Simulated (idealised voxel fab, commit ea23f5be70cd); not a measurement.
process module | voxel transistor to metal
cross-section cut | 205 nm wide | cells 5 nm
A cross-section is a grid of square cells, given in bands from the top down. A band is one or more rows of cells.
Each band's line starts with the height of the band's top and of its bottom, in nm. Then come its materials from left to right, each with its width in nm. One material with "throughout" fills the band from edge to edge. "air" is empty space.
Height 0 is the level under which the wafer as received is all one material. The lowest band goes on downwards, as in "0 down".
A width such as "30 to 40" changes by the same amount from each row of cells to the next, from the band's top row to its bottom row.
"no change" after a step means that no cell of the cross-section changed.
closed voids: empty space of 8 cells or more with no open way to the top, each as width x height at its distance from the left edge, in nm
after a step's settings: what the simulator itself notes on the step
overlay nm, on a step with a mask: how far to the right of its planned place the mask lay; to the left if negative
plan
1 op RECEIVE | material Si
2 op CONFORMAL_DEP | material SiO2 | thk nm 5
3 op CONFORMAL_DEP | material SiN | thk nm 10
4 op DIRECTIONAL_DEP | material aC | thk nm 10
5 op PATTERN | tone cover | mask id ACTIVE | material resist | width nm 135 | thk nm 30 | overlay nm 0
6 op DIRECTIONAL_ETCH | etch materials aC | depth nm 10
7 op STRIP | etch materials resist
8 op DIRECTIONAL_ETCH | etch materials SiN | depth nm 10
9 op DIRECTIONAL_ETCH | etch materials SiO2 | depth nm 5
10 op DIRECTIONAL_ETCH | etch materials Si | depth nm 30
11 op STRIP | etch materials aC
12 op FILL_DEP | material SiO2 | thk nm 15
13 op CMP | height nm 15
14 op SELECTIVE_ETCH | etch materials SiO2 | depth nm 10
15 op STRIP | etch materials SiN
16 op SELECTIVE_ETCH | etch materials SiO2 | depth nm 5
17 op OXIDIZE | depth nm 5
18 op DIRECTIONAL_DEP | material polySi | thk nm 25
19 op DIRECTIONAL_DEP | material SiCN | thk nm 15
20 op MASKED_ETCH | tone cover | mask id GATE | width nm 35 | etch materials SiCN | depth nm 25 | overlay nm 0
21 op MASKED_ETCH | tone cover | mask id GATE | width nm 35 | etch materials polySi | depth nm 35 | overlay nm 0
22 op CONFORMAL_DEP | material SiN | thk nm 10
23 op DIRECTIONAL_ETCH | etch materials SiN | depth nm 10
24 op DIRECTIONAL_ETCH | etch materials SiO2 | depth nm 5
25 op DIRECTIONAL_ETCH | etch materials Si | depth nm 5
26 op EPI | material SiGe | thk nm 5
27 op FILL_DEP | material SiO2 | thk nm 5
28 op CMP | height nm 25
29 op STRIP | etch materials polySi
30 op SELECTIVE_ETCH | etch materials SiO2 | depth nm 5
31 op CONFORMAL_DEP | material HfO2 | thk nm 5
32 op CONFORMAL_DEP | material TiN | thk nm 5
33 op FILL_DEP | material W | thk nm 10
34 op CMP | height nm 20
35 op DIRECTIONAL_DEP | material SiO2 | thk nm 15
36 op PATTERN | tone open | mask id CONTACT | material resist | width nm 20 | pitch nm 95 | thk nm 20 | overlay nm 0
37 op DIRECTIONAL_ETCH | etch materials SiO2 | depth nm 40
38 op STRIP | etch materials resist
39 op CONFORMAL_DEP | material TiN | thk nm 5
40 op FILL_DEP | material W | thk nm 5
41 op CMP | height nm 35
42 op DIRECTIONAL_DEP | material TiN | thk nm 5
43 op DIRECTIONAL_DEP | material W | thk nm 25
44 op DIRECTIONAL_DEP | material aC | thk nm 15
45 op PATTERN | tone cover | mask id METAL_1 | material resist | width nm 20 | pitch nm 95 | thk nm 30 | overlay nm 0
46 op DIRECTIONAL_ETCH | etch materials aC | depth nm 15
47 op STRIP | etch materials resist
48 op DIRECTIONAL_ETCH | etch materials W | depth nm 25
49 op DIRECTIONAL_ETCH | etch materials TiN | depth nm 5
50 op STRIP | etch materials aC
51 op CONFORMAL_DEP | material SiN | thk nm 5
52 op FILL_DEP | material lowk | thk nm 10
53 op CMP | height nm 65
54 op CONFORMAL_DEP | material SiCN | thk nm 5
first wafer, as planned
as received, after step 1
  0 down: Si throughout
  closed voids: none
after step 2
  5 to 0: SiO2 throughout
  below 0: unchanged
after step 3
  15 to 5: SiN throughout
  below 5: unchanged
after step 4
  25 to 15: aC throughout
  below 15: unchanged
after step 5
  55 to 25: air 35 | resist 135 | air 35
  below 25: unchanged
after step 6
  45 to 25: air 35 | resist 135 | air 35
  25 to 15: air 35 | aC 135 | air 35
  below 15: unchanged
after step 7
  25 to 15: air 35 | aC 135 | air 35
  below 15: unchanged
after step 8
  25 to 15: air 35 | aC 135 | air 35
  15 to 5: air 35 | SiN 135 | air 35
  below 5: unchanged
after step 9
  25 to 15: air 35 | aC 135 | air 35
  15 to 5: air 35 | SiN 135 | air 35
  5 to 0: air 35 | SiO2 135 | air 35
  below 0: unchanged
after step 10
  25 to 15: air 35 | aC 135 | air 35
  15 to 5: air 35 | SiN 135 | air 35
  5 to 0: air 35 | SiO2 135 | air 35
  0 to -30: air 35 | Si 135 | air 35
  below -30: unchanged
after step 11
  15 to 5: air 35 | SiN 135 | air 35
  below 5: unchanged
after step 12
  30 to 15: SiO2 throughout
  15 to 5: SiO2 35 | SiN 135 | SiO2 35
  5 to 0: SiO2 throughout
  0 to -30: SiO2 35 | Si 135 | SiO2 35
  below -30: unchanged
after step 13
  15 to 5: SiO2 35 | SiN 135 | SiO2 35
  below 5: unchanged
after step 14
  15 to 5: air 35 | SiN 135 | air 35
  below 5: unchanged
after step 15
  5 to 0: SiO2 throughout
  below 0: unchanged
after step 16
  0 to -30: SiO2 35 | Si 135 | SiO2 35
  below -30: unchanged
after step 17
  0 to -5: SiO2 throughout
  below -5: unchanged
after step 18
  25 to 0: polySi throughout
  below 0: unchanged
after step 19
  40 to 25: SiCN throughout
  below 25: unchanged
after step 20
  40 to 25: air 85 | SiCN 35 | air 85
  below 25: unchanged
after step 21
  40 to 25: air 85 | SiCN 35 | air 85
  25 to 0: air 85 | polySi 35 | air 85
  below 0: unchanged
after step 22
  50 to 40: air 75 | SiN 55 | air 75
  40 to 25: air 75 | SiN 10 | SiCN 35 | SiN 10 | air 75
  25 to 10: air 75 | SiN 10 | polySi 35 | SiN 10 | air 75
  10 to 0: SiN 85 | polySi 35 | SiN 85
  below 0: unchanged
after step 23
  40 to 25: air 75 | SiN 10 | SiCN 35 | SiN 10 | air 75
  25 to 0: air 75 | SiN 10 | polySi 35 | SiN 10 | air 75
  below 0: unchanged
after step 24
  40 to 25: air 75 | SiN 10 | SiCN 35 | SiN 10 | air 75
  25 to 0: air 75 | SiN 10 | polySi 35 | SiN 10 | air 75
  0 to -5: air 75 | SiO2 55 | air 75
  below -5: unchanged
after step 25
  40 to 25: air 75 | SiN 10 | SiCN 35 | SiN 10 | air 75
  25 to 0: air 75 | SiN 10 | polySi 35 | SiN 10 | air 75
  0 to -5: air 75 | SiO2 55 | air 75
  -5 to -10: SiO2 35 | air 40 | Si 55 | air 40 | SiO2 35
  below -10: unchanged
after step 26
  40 to 25: air 75 | SiN 10 | SiCN 35 | SiN 10 | air 75
  25 to 0: air 75 | SiN 10 | polySi 35 | SiN 10 | air 75
  0 to -5: air 70 | SiGe 5 | SiO2 55 | SiGe 5 | air 70
  -5 to -10: SiO2 35 | SiGe 40 | Si 55 | SiGe 40 | SiO2 35
  below -10: unchanged
after step 27
  45 to 40: SiO2 throughout
  40 to 25: SiO2 75 | SiN 10 | SiCN 35 | SiN 10 | SiO2 75
  25 to 0: SiO2 75 | SiN 10 | polySi 35 | SiN 10 | SiO2 75
  0 to -5: SiO2 70 | SiGe 5 | SiO2 55 | SiGe 5 | SiO2 70
  below -5: unchanged
after step 28
  25 to 0: SiO2 75 | SiN 10 | polySi 35 | SiN 10 | SiO2 75
  below 0: unchanged
after step 29
  25 to 0: SiO2 75 | SiN 10 | air 35 | SiN 10 | SiO2 75
  below 0: unchanged
after step 30
  25 to 20: air 75 | SiN 10 | air 35 | SiN 10 | air 75
  20 to 0: SiO2 75 | SiN 10 | air 35 | SiN 10 | SiO2 75
  0 to -5: SiO2 70 | SiGe 5 | SiO2 5 | air 45 | SiO2 5 | SiGe 5 | SiO2 70
  below -5: unchanged
after step 31
  30 to 25: air 70 | HfO2 20 | air 25 | HfO2 20 | air 70
  25 to 20: HfO2 75 | SiN 10 | HfO2 5 | air 25 | HfO2 5 | SiN 10 | HfO2 75
  20 to 0: SiO2 75 | SiN 10 | HfO2 5 | air 25 | HfO2 5 | SiN 10 | SiO2 75
  0 to -5: SiO2 70 | SiGe 5 | SiO2 5 | HfO2 45 | SiO2 5 | SiGe 5 | SiO2 70
  below -5: unchanged
after step 32
  35 to 30: air 65 | TiN 30 | air 15 | TiN 30 | air 65
  30 to 25: TiN 70 | HfO2 20 | TiN 5 | air 15 | TiN 5 | HfO2 20 | TiN 70
  25 to 20: HfO2 75 | SiN 10 | HfO2 5 | TiN 5 | air 15 | TiN 5 | HfO2 5 | SiN 10 | HfO2 75
  20 to 5: SiO2 75 | SiN 10 | HfO2 5 | TiN 5 | air 15 | TiN 5 | HfO2 5 | SiN 10 | SiO2 75
  5 to 0: SiO2 75 | SiN 10 | HfO2 5 | TiN 25 | HfO2 5 | SiN 10 | SiO2 75
  below 0: unchanged
after step 33
  45 to 35: W throughout
  35 to 30: W 65 | TiN 30 | W 15 | TiN 30 | W 65
  30 to 25: TiN 70 | HfO2 20 | TiN 5 | W 15 | TiN 5 | HfO2 20 | TiN 70
  25 to 20: HfO2 75 | SiN 10 | HfO2 5 | TiN 5 | W 15 | TiN 5 | HfO2 5 | SiN 10 | HfO2 75
  20 to 5: SiO2 75 | SiN 10 | HfO2 5 | TiN 5 | W 15 | TiN 5 | HfO2 5 | SiN 10 | SiO2 75
  below 5: unchanged
after step 34
  20 to 5: SiO2 75 | SiN 10 | HfO2 5 | TiN 5 | W 15 | TiN 5 | HfO2 5 | SiN 10 | SiO2 75
  below 5: unchanged
after step 35
  35 to 20: SiO2 throughout
  below 20: unchanged
after step 36
  55 to 35: resist 45 | air 20 | resist 75 | air 20 | resist 45
  below 35: unchanged
after step 37
  55 to 35: resist 45 | air 20 | resist 75 | air 20 | resist 45
  35 to 20: SiO2 45 | air 20 | SiO2 75 | air 20 | SiO2 45
  20 to 5: SiO2 45 | air 20 | SiO2 10 | SiN 10 | HfO2 5 | TiN 5 | W 15 | TiN 5 | HfO2 5 | SiN 10 | SiO2 10 | air 20 | SiO2 45
  5 to 0: SiO2 45 | air 20 | SiO2 10 | SiN 10 | HfO2 5 | TiN 25 | HfO2 5 | SiN 10 | SiO2 10 | air 20 | SiO2 45
  0 to -5: SiO2 45 | air 20 | SiO2 5 | SiGe 5 | SiO2 5 | HfO2 45 | SiO2 5 | SiGe 5 | SiO2 5 | air 20 | SiO2 45
  below -5: unchanged
after step 38
  35 to 20: SiO2 45 | air 20 | SiO2 75 | air 20 | SiO2 45
  below 20: unchanged
after step 39
  40 to 35: TiN 50 | air 10 | TiN 85 | air 10 | TiN 50
  35 to 20: SiO2 45 | TiN 5 | air 10 | TiN 5 | SiO2 75 | TiN 5 | air 10 | TiN 5 | SiO2 45
  20 to 5: SiO2 45 | TiN 5 | air 10 | TiN 5 | SiO2 10 | SiN 10 | HfO2 5 | TiN 5 | W 15 | TiN 5 | HfO2 5 | SiN 10 | SiO2 10 | TiN 5 | air 10 | TiN 5 | SiO2 45
  5 to 0: SiO2 45 | TiN 5 | air 10 | TiN 5 | SiO2 10 | SiN 10 | HfO2 5 | TiN 25 | HfO2 5 | SiN 10 | SiO2 10 | TiN 5 | air 10 | TiN 5 | SiO2 45
  0 to -5: SiO2 45 | TiN 20 | SiO2 5 | SiGe 5 | SiO2 5 | HfO2 45 | SiO2 5 | SiGe 5 | SiO2 5 | TiN 20 | SiO2 45
  below -5: unchanged
after step 40
  45 to 40: W throughout
  40 to 35: TiN 50 | W 10 | TiN 85 | W 10 | TiN 50
  35 to 20: SiO2 45 | TiN 5 | W 10 | TiN 5 | SiO2 75 | TiN 5 | W 10 | TiN 5 | SiO2 45
  20 to 5: SiO2 45 | TiN 5 | W 10 | TiN 5 | SiO2 10 | SiN 10 | HfO2 5 | TiN 5 | W 15 | TiN 5 | HfO2 5 | SiN 10 | SiO2 10 | TiN 5 | W 10 | TiN 5 | SiO2 45
  5 to 0: SiO2 45 | TiN 5 | W 10 | TiN 5 | SiO2 10 | SiN 10 | HfO2 5 | TiN 25 | HfO2 5 | SiN 10 | SiO2 10 | TiN 5 | W 10 | TiN 5 | SiO2 45
  below 0: unchanged
after step 41
  35 to 20: SiO2 45 | TiN 5 | W 10 | TiN 5 | SiO2 75 | TiN 5 | W 10 | TiN 5 | SiO2 45
  below 20: unchanged
after step 42
  40 to 35: TiN throughout
  below 35: unchanged
after step 43
  65 to 40: W throughout
  below 40: unchanged
after step 44
  80 to 65: aC throughout
  below 65: unchanged
after step 45
  110 to 80: air 45 | resist 20 | air 75 | resist 20 | air 45
  below 80: unchanged
after step 46
  95 to 80: air 45 | resist 20 | air 75 | resist 20 | air 45
  80 to 65: air 45 | aC 20 | air 75 | aC 20 | air 45
  below 65: unchanged
after step 47
  80 to 65: air 45 | aC 20 | air 75 | aC 20 | air 45
  below 65: unchanged
after step 48
  80 to 65: air 45 | aC 20 | air 75 | aC 20 | air 45
  65 to 40: air 45 | W 20 | air 75 | W 20 | air 45
  below 40: unchanged
after step 49
  80 to 65: air 45 | aC 20 | air 75 | aC 20 | air 45
  65 to 40: air 45 | W 20 | air 75 | W 20 | air 45
  40 to 35: air 45 | TiN 20 | air 75 | TiN 20 | air 45
  below 35: unchanged
after step 50
  65 to 40: air 45 | W 20 | air 75 | W 20 | air 45
  below 40: unchanged
after step 51
  70 to 65: air 40 | SiN 30 | air 65 | SiN 30 | air 40
  65 to 40: air 40 | SiN 5 | W 20 | SiN 5 | air 65 | SiN 5 | W 20 | SiN 5 | air 40
  40 to 35: SiN 45 | TiN 20 | SiN 75 | TiN 20 | SiN 45
  below 35: unchanged
after step 52
  80 to 70: lowk throughout
  70 to 65: lowk 40 | SiN 30 | lowk 65 | SiN 30 | lowk 40
  65 to 40: lowk 40 | SiN 5 | W 20 | SiN 5 | lowk 65 | SiN 5 | W 20 | SiN 5 | lowk 40
  below 40: unchanged
after step 53
  65 to 40: lowk 40 | SiN 5 | W 20 | SiN 5 | lowk 65 | SiN 5 | W 20 | SiN 5 | lowk 40
  below 40: unchanged
after step 54
  70 to 65: SiCN throughout
  below 65: unchanged
second wafer: like start, like plan, one mistake. Through step 30 it matches the first wafer
when step 31 should have ended
  30 to 25: air 70 | TiN 20 | air 25 | TiN 20 | air 70
  25 to 20: TiN 75 | SiN 10 | TiN 5 | air 25 | TiN 5 | SiN 10 | TiN 75
  20 to 0: SiO2 75 | SiN 10 | TiN 5 | air 25 | TiN 5 | SiN 10 | SiO2 75
  0 to -5: SiO2 70 | SiGe 5 | SiO2 5 | TiN 45 | SiO2 5 | SiGe 5 | SiO2 70
  below -5: unchanged
when step 32 should have ended
  35 to 30: air 65 | HfO2 30 | air 15 | HfO2 30 | air 65
  30 to 25: HfO2 70 | TiN 20 | HfO2 5 | air 15 | HfO2 5 | TiN 20 | HfO2 70
  25 to 20: TiN 75 | SiN 10 | TiN 5 | HfO2 5 | air 15 | HfO2 5 | TiN 5 | SiN 10 | TiN 75
  20 to 5: SiO2 75 | SiN 10 | TiN 5 | HfO2 5 | air 15 | HfO2 5 | TiN 5 | SiN 10 | SiO2 75
  5 to 0: SiO2 75 | SiN 10 | TiN 5 | HfO2 25 | TiN 5 | SiN 10 | SiO2 75
  below 0: unchanged
when step 33 should have ended
  45 to 35: W throughout
  35 to 30: W 65 | HfO2 30 | W 15 | HfO2 30 | W 65
  30 to 25: HfO2 70 | TiN 20 | HfO2 5 | W 15 | HfO2 5 | TiN 20 | HfO2 70
  25 to 20: TiN 75 | SiN 10 | TiN 5 | HfO2 5 | W 15 | HfO2 5 | TiN 5 | SiN 10 | TiN 75
  20 to 5: SiO2 75 | SiN 10 | TiN 5 | HfO2 5 | W 15 | HfO2 5 | TiN 5 | SiN 10 | SiO2 75
  below 5: unchanged
when step 34 should have ended
  20 to 5: SiO2 75 | SiN 10 | TiN 5 | HfO2 5 | W 15 | HfO2 5 | TiN 5 | SiN 10 | SiO2 75
  below 5: unchanged
when step 35 should have ended
  35 to 20: SiO2 throughout
  below 20: unchanged
when step 36 should have ended
  55 to 35: resist 45 | air 20 | resist 75 | air 20 | resist 45
  below 35: unchanged
when step 37 should have ended
  55 to 35: resist 45 | air 20 | resist 75 | air 20 | resist 45
  35 to 20: SiO2 45 | air 20 | SiO2 75 | air 20 | SiO2 45
  20 to 5: SiO2 45 | air 20 | SiO2 10 | SiN 10 | TiN 5 | HfO2 5 | W 15 | HfO2 5 | TiN 5 | SiN 10 | SiO2 10 | air 20 | SiO2 45
  5 to 0: SiO2 45 | air 20 | SiO2 10 | SiN 10 | TiN 5 | HfO2 25 | TiN 5 | SiN 10 | SiO2 10 | air 20 | SiO2 45
  0 to -5: SiO2 45 | air 20 | SiO2 5 | SiGe 5 | SiO2 5 | TiN 45 | SiO2 5 | SiGe 5 | SiO2 5 | air 20 | SiO2 45
  below -5: unchanged
when step 38 should have ended
  35 to 20: SiO2 45 | air 20 | SiO2 75 | air 20 | SiO2 45
  below 20: unchanged
when step 39 should have ended
  40 to 35: TiN 50 | air 10 | TiN 85 | air 10 | TiN 50
  35 to 20: SiO2 45 | TiN 5 | air 10 | TiN 5 | SiO2 75 | TiN 5 | air 10 | TiN 5 | SiO2 45
  20 to 5: SiO2 45 | TiN 5 | air 10 | TiN 5 | SiO2 10 | SiN 10 | TiN 5 | HfO2 5 | W 15 | HfO2 5 | TiN 5 | SiN 10 | SiO2 10 | TiN 5 | air 10 | TiN 5 | SiO2 45
  5 to 0: SiO2 45 | TiN 5 | air 10 | TiN 5 | SiO2 10 | SiN 10 | TiN 5 | HfO2 25 | TiN 5 | SiN 10 | SiO2 10 | TiN 5 | air 10 | TiN 5 | SiO2 45
  0 to -5: SiO2 45 | TiN 20 | SiO2 5 | SiGe 5 | SiO2 5 | TiN 45 | SiO2 5 | SiGe 5 | SiO2 5 | TiN 20 | SiO2 45
  below -5: unchanged
when step 40 should have ended
  45 to 40: W throughout
  40 to 35: TiN 50 | W 10 | TiN 85 | W 10 | TiN 50
  35 to 20: SiO2 45 | TiN 5 | W 10 | TiN 5 | SiO2 75 | TiN 5 | W 10 | TiN 5 | SiO2 45
  20 to 5: SiO2 45 | TiN 5 | W 10 | TiN 5 | SiO2 10 | SiN 10 | TiN 5 | HfO2 5 | W 15 | HfO2 5 | TiN 5 | SiN 10 | SiO2 10 | TiN 5 | W 10 | TiN 5 | SiO2 45
  5 to 0: SiO2 45 | TiN 5 | W 10 | TiN 5 | SiO2 10 | SiN 10 | TiN 5 | HfO2 25 | TiN 5 | SiN 10 | SiO2 10 | TiN 5 | W 10 | TiN 5 | SiO2 45
  below 0: unchanged
when step 41 should have ended
  35 to 20: SiO2 45 | TiN 5 | W 10 | TiN 5 | SiO2 75 | TiN 5 | W 10 | TiN 5 | SiO2 45
  below 20: unchanged
when step 42 should have ended
  40 to 35: TiN throughout
  below 35: unchanged
when step 43 should have ended
  65 to 40: W throughout
  below 40: unchanged
when step 44 should have ended
  80 to 65: aC throughout
  below 65: unchanged
when step 45 should have ended
  110 to 80: air 45 | resist 20 | air 75 | resist 20 | air 45
  below 80: unchanged
when step 46 should have ended
  95 to 80: air 45 | resist 20 | air 75 | resist 20 | air 45
  80 to 65: air 45 | aC 20 | air 75 | aC 20 | air 45
  below 65: unchanged
when step 47 should have ended
  80 to 65: air 45 | aC 20 | air 75 | aC 20 | air 45
  below 65: unchanged
when step 48 should have ended
  80 to 65: air 45 | aC 20 | air 75 | aC 20 | air 45
  65 to 40: air 45 | W 20 | air 75 | W 20 | air 45
  below 40: unchanged
when step 49 should have ended
  80 to 65: air 45 | aC 20 | air 75 | aC 20 | air 45
  65 to 40: air 45 | W 20 | air 75 | W 20 | air 45
  40 to 35: air 45 | TiN 20 | air 75 | TiN 20 | air 45
  below 35: unchanged
when step 50 should have ended
  65 to 40: air 45 | W 20 | air 75 | W 20 | air 45
  below 40: unchanged
when step 51 should have ended
  70 to 65: air 40 | SiN 30 | air 65 | SiN 30 | air 40
  65 to 40: air 40 | SiN 5 | W 20 | SiN 5 | air 65 | SiN 5 | W 20 | SiN 5 | air 40
  40 to 35: SiN 45 | TiN 20 | SiN 75 | TiN 20 | SiN 45
  below 35: unchanged
when step 52 should have ended
  80 to 70: lowk throughout
  70 to 65: lowk 40 | SiN 30 | lowk 65 | SiN 30 | lowk 40
  65 to 40: lowk 40 | SiN 5 | W 20 | SiN 5 | lowk 65 | SiN 5 | W 20 | SiN 5 | lowk 40
  below 40: unchanged
when step 53 should have ended
  65 to 40: lowk 40 | SiN 5 | W 20 | SiN 5 | lowk 65 | SiN 5 | W 20 | SiN 5 | lowk 40
  below 40: unchanged
when step 54 should have ended
  70 to 65: SiCN throughout
  below 65: unchanged
what went wrong: steps 31 and 32 were swapped
at the end the second wafer has, in cells: 6 fewer of HfO2 | 6 more of TiN
